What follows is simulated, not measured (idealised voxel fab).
The document below concerns the process module designated voxel transistor to metal.
Square cell edge 5 nm, section width 205 nm, ID cut.
Format of a cross-section: grid, square cells. Given as bands. Order: top down. Band: one or more rows of cells. A band entry consists of two parts. The first gives the height of the band's top and the height of its bottom, in nm. The rest lists the band's materials from left to right, each with its width in nm. A single material labelled with the word "all across" fills the band from edge to edge, and the word "blank" marks empty space. Counting heights begins at 0, where everything beneath is, in the wafer as received, one material. The lowest band has no bottom; it goes on downwards, as "from 0 down" shows. Per-row width for "30 to 40": begins at first number (top row of band), ends at second number (bottom row), increment between rows held constant. A step reported as "all unchanged" is a step in which no cell of the cross-section changed. Entry "Sealed internal cavities" = empty spaces >= 8 cells with no open way to the top; each as width x height at distance, distance from left edge, all nm. Heads up: the bit after the settings on a step's line is the simulator's remark on that step. A step's line can hold "overlay nm"; with a mask on that step, the setting says how far right of the planned place the mask lay, while a negative setting says it lay to the left.

**Listed below are the process steps as planned**
step 1: RECEIVE [material Si]
step 2: CONFORMAL_DEP [material SiO2] [thk nm 5]
step 3: CONFORMAL_DEP [material SiN] [thk nm 15]
step 4: DIRECTIONAL_DEP [material aC] [thk nm 15]
step 5: PATTERN [tone cover] [mask id ACTIVE] [material resist] [width nm 105] [thk nm 30] [overlay nm 0]
step 6: DIRECTIONAL_ETCH [etch materials aC] [depth nm 15]
step 7: STRIP [etch materials resist]
step 8: DIRECTIONAL_ETCH [etch materials SiN] [depth nm 15]
step 9: DIRECTIONAL_ETCH [etch materials SiO2] [depth nm 5]
step 10: DIRECTIONAL_ETCH [etch materials Si] [depth nm 35]
step 11: STRIP [etch materials aC]
step 12: FILL_DEP [material SiO2] [thk nm 15]
step 13: CMP [height nm 20]
step 14: SELECTIVE_ETCH [etch materials SiO2] [depth nm 15]
step 15: STRIP [etch materials SiN]
step 16: SELECTIVE_ETCH [etch materials SiO2] [depth nm 5]
step 17: OXIDIZE [depth nm 5]
step 18: DIRECTIONAL_DEP [material polySi] [thk nm 20]
step 19: DIRECTIONAL_DEP [material SiCN] [thk nm 10]
step 20: MASKED_ETCH [tone cover] [mask id GATE] [width nm 25] [etch materials SiCN] [depth nm 20] [overlay nm 0]
step 21: MASKED_ETCH [tone cover] [mask id GATE] [width nm 25] [etch materials polySi] [depth nm 30] [overlay nm 0]
step 22: CONFORMAL_DEP [material SiO2] [thk nm 5]
step 23: DIRECTIONAL_ETCH [etch materials SiO2] [depth nm 5]
step 24: CONFORMAL_DEP [material SiN] [thk nm 10]
step 25: DIRECTIONAL_ETCH [etch materials SiN] [depth nm 10]
step 26: DIRECTIONAL_ETCH [etch materials SiO2] [depth nm 5]
step 27: DIRECTIONAL_ETCH [etch materials Si] [depth nm 15]
step 28: EPI [material nSi] [thk nm 15]
step 29: FILL_DEP [material SiO2] [thk nm 5]
step 30: CMP [height nm 30]
step 31: DIRECTIONAL_DEP [material SiO2] [thk nm 15]
step 32: PATTERN [tone open] [mask id CONTACT] [material resist] [width nm 25] [pitch nm 60] [thk nm 20] [overlay nm 0]
step 33: DIRECTIONAL_ETCH [etch materials SiO2] [depth nm 35]
step 34: STRIP [etch materials resist]
step 35: CONFORMAL_DEP [material TiN] [thk nm 5]
step 36: FILL_DEP [material Ru] [thk nm 5]
step 37: CMP [height nm 45]
step 38: DIRECTIONAL_DEP [material TiN] [thk nm 5]
step 39: DIRECTIONAL_DEP [material Ru] [thk nm 20]
step 40: PATTERN [tone cover] [mask id METAL_1] [material resist] [width nm 15] [pitch nm 70] [thk nm 20] [overlay nm 0]
step 41: DIRECTIONAL_ETCH [etch materials Ru] [depth nm 20]
step 42: DIRECTIONAL_ETCH [etch materials TiN] [depth nm 5]
step 43: STRIP [etch materials resist]
step 44: CONFORMAL_DEP [material SiN] [thk nm 5]
step 45: FILL_DEP [material SiO2] [thk nm 5]
step 46: CMP [height nm 70]
step 47: CONFORMAL_DEP [material SiN] [thk nm 5]
Variable across wafers: step 42 depth nm (plan value is that of the first wafer; starting state common to all).

**First of several wafers (as received, post step 1), cross-sectional view**
from 0 down  Si all across
Sealed internal cavities: none

**Below is a per-wafer table. In it, each row describes the wafer at the end of the module by giving, for each material, the number of cells gained (+) or lost (-) since the wafer was received, and after that the closed voids of the wafer**
depth nm 5, +44 Ru, -191 Si, +10 SiCN, +116 SiN, +528 SiO2, +40 TiN, +48 nSi, +20 polySi, Sealed internal cavities: none
depth nm 10, +44 Ru, -191 Si, +10 SiCN, +118 SiN, +528 SiO2, +38 TiN, +48 nSi, +20 polySi, Sealed internal cavities: none
depth nm 15, +44 Ru, -191 Si, +10 SiCN, +120 SiN, +528 SiO2, +36 TiN, +48 nSi, +20 polySi, Sealed internal cavities: none
depth nm 20, +44 Ru, -191 Si, +10 SiCN, +122 SiN, +528 SiO2, +34 TiN, +48 nSi, +20 polySi, Sealed internal cavities: none
